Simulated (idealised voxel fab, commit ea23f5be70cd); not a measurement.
Process module name: voxel gate over fins
Xsec cut, 170 nm wide, square cell size 5 nm.
In what follows, cross-sections appear as grids of square cells, described through bands that run from the top down, where every band is one or more rows of cells.
First you get the band's top height and its bottom height, in nm, and then the materials it's made of, left to right, with each width in nm. If you see a single material with "all across", that one covers the band edge to edge. "air" is empty space.
It should be noted that heights are counted from 0, beneath which the wafer as supplied is of one material throughout, and that the lowest band possesses no lower boundary but continues downward, as written in "0 and below".
The notation "30..40" denotes a width that varies across the rows of cells in the band, beginning at the first number in the top row, finishing at the second number in the bottom row, and changing by an identical amount from each row to the next.
Reading "no modifications" for a step: not a cell of the cross-section changed in it.
Any empty space of 8 cells or more lacking an open way to the top shows up in "Sealed void inventory" as width x height at distance, distance from the left edge, in nm.
Note: text after step settings on the step line = simulator remark on that step.
"overlay nm" on a masked step: distance the mask lay right of its planned place, negative for left.

So here's the lineup of process steps we planned:
- 1: RECEIVE with material Si
- 2: CONFORMAL_DEP with material SiN, thk nm 5
- 3: PATTERN with tone cover, mask id FINS, material resist, width nm 15, pitch nm 60, thk nm 20, overlay nm 0
- 4: DIRECTIONAL_ETCH with etch materials SiN, depth nm 5
- 5: DIRECTIONAL_ETCH with etch materials Si, depth nm 40
- 6: STRIP with etch materials resist
- 7: OXIDIZE with depth nm 5
- 8: FILL_DEP with material SiO2, thk nm 15
- 9: CMP with height nm 5
- 10: DIRECTIONAL_DEP with material aC, thk nm 10
- 11: PATTERN with tone open, mask id RAIL, material resist, width nm 15, thk nm 25, overlay nm 0
- 12: DIRECTIONAL_ETCH with etch materials aC, depth nm 10
- 13: STRIP with etch materials resist
- 14: DIRECTIONAL_ETCH with etch materials SiO2, depth nm 40
- 15: STRIP with etch materials aC
- 16: CONFORMAL_DEP with material TiN, thk nm 5
- 17: FILL_DEP with material W, thk nm 10
- 18: CMP with height nm 5
- 19: SELECTIVE_ETCH with etch materials W Ru TiN, depth nm 20
- 20: FILL_DEP with material SiO2, thk nm 5
- 21: CMP with height nm 5
- 22: SELECTIVE_ETCH with etch materials SiO2, depth nm 15
- 23: STRIP with etch materials SiN
- 24: CONFORMAL_DEP with material HfO2, thk nm 5
- 25: CONFORMAL_DEP with material TiN, thk nm 5
- 26: FILL_DEP with material W, thk nm 15
- 27: CMP with height nm 20
- 28: CONFORMAL_DEP with material SiN, thk nm 10
Split variable: width nm, step 11. Plan value = first wafer. Wafers start alike.

This is how the first of several wafers looked in cross-section when it arrived, which is after step 1:
  0 and below | Si all across
  Sealed void inventory: none

Gained (+) or lost (-) cells of each material since receipt, then closed voids: one row per wafer, at the end of the module:
width nm 15; +46 HfO2; -279 Si; +68 SiN; +205 SiO2; +55 TiN; +109 W; Sealed void inventory: none
width nm 20; +46 HfO2; -279 Si; +68 SiN; +201 SiO2; +56 TiN; +112 W; Sealed void inventory: none
width nm 25; +46 HfO2; -279 Si; +68 SiN; +197 SiO2; +57 TiN; +115 W; Sealed void inventory: none
width nm 30; +46 HfO2; -279 Si; +68 SiN; +193 SiO2; +58 TiN; +118 W; Sealed void inventory: none
